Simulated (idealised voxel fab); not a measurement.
process module | voxel plated lines
cross-section cut | 245 nm wide | cells 5 nm
A cross-section is a grid of square cells, given in bands from the top down. A band is one or more rows of cells.
Each band's line starts with the height of the band's top and of its bottom, in nm. Then come its materials from left to right, each with its width in nm. One material with "throughout" fills the band from edge to edge. "air" is empty space.
Height 0 is the level under which the wafer as received is all one material. The lowest band goes on downwards, as in "0 down".
A width such as "30 to 40" changes by the same amount from each row of cells to the next, from the band's top row to its bottom row.
"no change" after a step means that no cell of the cross-section changed.
closed voids: empty space of 8 cells or more with no open way to the top, each as width x height at its distance from the left edge, in nm
after a step's settings: what the simulator itself notes on the step
overlay nm, on a step with a mask: how far to the right of its planned place the mask lay; to the left if negative
plan
1 op RECEIVE | material Si
2 op CONFORMAL_DEP | material SiO2 | thk nm 5
3 op DIRECTIONAL_DEP | material TiN | thk nm 5
4 op PATTERN | tone open | mask id LINES | material resist | width nm 20 | pitch nm 35 | thk nm 40 | overlay nm 0
5 op EPI | material Ru | thk nm 5
6 op EPI | material Ru | thk nm 5
7 op EPI | material Ru | thk nm 5
8 op STRIP | etch materials resist
9 op DIRECTIONAL_ETCH | etch materials TiN | depth nm 5
10 op CONFORMAL_DEP | material SiCN | thk nm 10
as received, after step 1
  0 down: Si throughout
  closed voids: none
first wafer at the end, as planned
  35 to 25: air 65 | SiCN 110 | air 70
  25 to 15: air 65 | SiCN 10 | Ru 20 | SiCN 15 | Ru 20 | SiCN 15 | Ru 20 | SiCN 10 | air 70
  15 to 10: SiCN 75 | Ru 20 | SiCN 15 | Ru 20 | SiCN 15 | Ru 20 | SiCN 80
  10 to 5: SiCN 75 | TiN 20 | SiCN 15 | TiN 20 | SiCN 15 | TiN 20 | SiCN 80
  5 to 0: SiO2 throughout
  0 down: Si throughout
  closed voids: none
second wafer at the end: like start, like plan, one mistake
  25 to 10: air 75 | Ru 20 | air 15 | Ru 20 | air 15 | Ru 20 | air 80
  10 to 5: air 75 | TiN 20 | air 15 | TiN 20 | air 15 | TiN 20 | air 80
  5 to 0: SiO2 throughout
  0 down: Si throughout
  closed voids: none
what went wrong: step 10 was left out
at the end the second wafer has, in cells: 138 fewer of SiCN
